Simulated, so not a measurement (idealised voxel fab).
Presented below is a process module, voxel transistor to metal.
The figure presents cross-section cut, which has a width of 175 nm and is divided into square cells with an edge length of 5 nm.
Square cells in a grid make up a cross-section in this document, and the grid is given as bands, listed from the top down, each one or more rows of cells.
What a band's entry tells you: where the top is and where the bottom is, as heights in nm, and after that what lies inside, material by material from left to right, each with its width in nm. Empty space is written as the word "blank", and a single material marked with the word "full width" occupies the band from edge to edge.
Heads up on the height convention: 0 is the point under which the incoming wafer is all one material, and the lowest band has no bottom, it just keeps going down, like "from 0 down".
Top row gets the first number, bottom row gets the second, and each row in between changes by the same step: that is how a band width like "30 to 40" works.
No cell of the cross-section changed in a step that is given as "all unchanged".
The label "Closed void register" introduces a list of the empty spaces, 8 cells or larger, that have no open way up to the top; each entry in it reads width x height at distance, where the distance is taken from the left edge and all three are stated in nm.
What comes after the settings on a step's line is commentary from the simulator itself on that step.
overlay nm: how far to the right of its planned place the mask lay on this masked step (negative: to the left).
-- So here's the lineup of process steps we planned
1) RECEIVE [material Si]
2) OXIDIZE [depth nm 5]
3) CONFORMAL_DEP [material SiN] [thk nm 15]
4) PATTERN [tone cover] [mask id ACTIVE] [material resist] [width nm 105] [thk nm 15] [overlay nm 0]
5) DIRECTIONAL_ETCH [etch materials SiN] [depth nm 15]
6) DIRECTIONAL_ETCH [etch materials SiO2] [depth nm 5]
7) DIRECTIONAL_ETCH [etch materials Si] [depth nm 30]
8) STRIP [etch materials resist]
9) OXIDIZE [depth nm 5]
10) FILL_DEP [material SiO2] [thk nm 15]
11) CMP [height nm 15]
12) SELECTIVE_ETCH [etch materials SiO2] [depth nm 5]
13) STRIP [etch materials SiN]
14) SELECTIVE_ETCH [etch materials SiO2] [depth nm 5]
15) OXIDIZE [depth nm 5]
16) DIRECTIONAL_DEP [material polySi] [thk nm 30]
17) DIRECTIONAL_DEP [material SiCN] [thk nm 10]
18) DIRECTIONAL_DEP [material aC] [thk nm 10]
19) PATTERN [tone cover] [mask id GATE] [material resist] [width nm 25] [thk nm 30] [overlay nm 0]
20) DIRECTIONAL_ETCH [etch materials aC] [depth nm 10]
21) STRIP [etch materials resist]
22) DIRECTIONAL_ETCH [etch materials SiCN] [depth nm 20]
23) DIRECTIONAL_ETCH [etch materials polySi] [depth nm 40]
24) STRIP [etch materials aC]
25) CONFORMAL_DEP [material SiN] [thk nm 10]
26) DIRECTIONAL_ETCH [etch materials SiN] [depth nm 10]
27) DIRECTIONAL_ETCH [etch materials SiO2] [depth nm 5]
28) DIRECTIONAL_ETCH [etch materials Si] [depth nm 10]
29) EPI [material SiGe] [thk nm 10]
30) FILL_DEP [material SiO2] [thk nm 10]
31) CMP [height nm 25]
32) STRIP [etch materials polySi]
33) SELECTIVE_ETCH [etch materials SiO2] [depth nm 5]
34) CONFORMAL_DEP [material HfO2] [thk nm 5]
35) CONFORMAL_DEP [material TiN] [thk nm 5]
36) FILL_DEP [material W] [thk nm 5]
37) CMP [height nm 20]
38) DIRECTIONAL_DEP [material SiO2] [thk nm 15]
39) MASKED_ETCH [tone open] [mask id CONTACT] [width nm 20] [pitch nm 75] [etch materials SiO2] [depth nm 45] [overlay nm 0]
40) CONFORMAL_DEP [material TiN] [thk nm 5]
41) FILL_DEP [material Ru] [thk nm 5]
42) CMP [height nm 35]
43) DIRECTIONAL_DEP [material TiN] [thk nm 5]
44) DIRECTIONAL_DEP [material W] [thk nm 25]
45) DIRECTIONAL_DEP [material aC] [thk nm 15]
46) PATTERN [tone cover] [mask id METAL_1] [material resist] [width nm 20] [pitch nm 75] [thk nm 35] [overlay nm 0]
47) DIRECTIONAL_ETCH [etch materials aC] [depth nm 15]
48) STRIP [etch materials resist]
49) DIRECTIONAL_ETCH [etch materials W] [depth nm 25]
50) DIRECTIONAL_ETCH [etch materials TiN] [depth nm 5]
51) STRIP [etch materials aC]
52) FILL_DEP [material SiO2] [thk nm 5]
53) CMP [height nm 65]
54) CONFORMAL_DEP [material SiCN] [thk nm 5]
55) DIRECTIONAL_DEP [material lowk] [thk nm 30]
56) DIRECTIONAL_DEP [material aC] [thk nm 15]
57) PATTERN [tone open] [mask id METAL_2] [material resist] [width nm 20] [pitch nm 75] [thk nm 30] [overlay nm 0]
58) DIRECTIONAL_ETCH [etch materials aC] [depth nm 15]
59) STRIP [etch materials resist]
60) DIRECTIONAL_ETCH [etch materials lowk] [depth nm 15]
61) STRIP [etch materials aC]
62) DIRECTIONAL_DEP [material aC] [thk nm 15]
63) PATTERN [tone open] [mask id METAL_2_HOLES] [material resist] [width nm 15] [pitch nm 75] [thk nm 30] [overlay nm 0]
64) DIRECTIONAL_ETCH [etch materials aC] [depth nm 15]
65) STRIP [etch materials resist]
66) DIRECTIONAL_ETCH [etch materials lowk] [depth nm 15]
67) DIRECTIONAL_ETCH [etch materials SiCN] [depth nm 5]
68) STRIP [etch materials aC]
69) CONFORMAL_DEP [material TiN] [thk nm 5]
70) FILL_DEP [material Cu] [thk nm 5]
71) CMP [height nm 100]
72) CONFORMAL_DEP [material SiN] [thk nm 5]
-- Incoming wafer in cross-section (state: after step 1)
> from 0 down  Si full width
> Closed void register: none
-- The cross-section shown corresponds to the wafer at the conclusion of the module. The initial structure and the process plan are those presented above; however, one mistake occurred in executing the plan
> from 105 to 100  SiN full width
> from 100 to 90  40 of lowk, 5 of TiN, 10 of Cu, 5 of TiN, 55 of lowk, 5 of TiN, 10 of Cu, 5 of TiN, 40 of lowk
> from 90 to 85  40 of lowk, 5 of TiN, 5 of Cu, 10 of TiN, 55 of lowk, 5 of TiN, 5 of Cu, 10 of TiN, 40 of lowk
> from 85 to 70  40 of lowk, 5 of TiN, 5 of Cu, 5 of TiN, 60 of lowk, 5 of TiN, 5 of Cu, 5 of TiN, 45 of lowk
> from 70 to 65  40 of SiCN, 15 of TiN, 60 of SiCN, 15 of TiN, 45 of SiCN
> from 65 to 40  40 of SiO2, 20 of W, 55 of SiO2, 20 of W, 40 of SiO2
> from 40 to 35  40 of SiO2, 20 of TiN, 55 of SiO2, 20 of TiN, 40 of SiO2
> from 35 to 20  40 of SiO2, 5 of TiN, 10 of Ru, 5 of TiN, 55 of SiO2, 5 of TiN, 10 of Ru, 5 of TiN, 40 of SiO2
> from 20 to 10  40 of SiO2, 5 of TiN, 10 of Ru, 5 of TiN, 5 of SiO2, 10 of SiN, 5 of HfO2, 5 of TiN, 5 of W, 5 of TiN, 5 of HfO2, 10 of SiN, 5 of SiO2, 5 of TiN, 10 of Ru, 5 of TiN, 40 of SiO2
> from 10 to 5  40 of SiO2, 20 of TiN, 5 of SiO2, 10 of SiN, 5 of HfO2, 5 of TiN, 5 of W, 5 of TiN, 5 of HfO2, 10 of SiN, 5 of SiO2, 20 of TiN, 40 of SiO2
> from 5 to 0  30 of SiO2, 10 of SiN, 25 of SiO2, 10 of SiN, 5 of HfO2, 5 of TiN, 5 of W, 5 of TiN, 5 of HfO2, 10 of SiN, 25 of SiO2, 10 of SiN, 30 of SiO2
> from 0 to -5  30 of SiO2, 10 of SiN, 15 of SiO2, 10 of SiGe, 10 of SiN, 5 of HfO2, 15 of TiN, 5 of HfO2, 10 of SiN, 10 of SiGe, 15 of SiO2, 10 of SiN, 30 of SiO2
> from -5 to -10  55 of SiO2, 10 of SiGe, 5 of SiO2, 35 of HfO2, 5 of SiO2, 10 of SiGe, 55 of SiO2
> from -10 to -20  40 of SiO2, 25 of SiGe, 45 of Si, 25 of SiGe, 40 of SiO2
> from -20 to -40  40 of SiO2, 95 of Si, 40 of SiO2
> from -40 down  Si full width
> Closed void register: none
The mistake made against the process plan was this: step 38 in the plan was executed twice
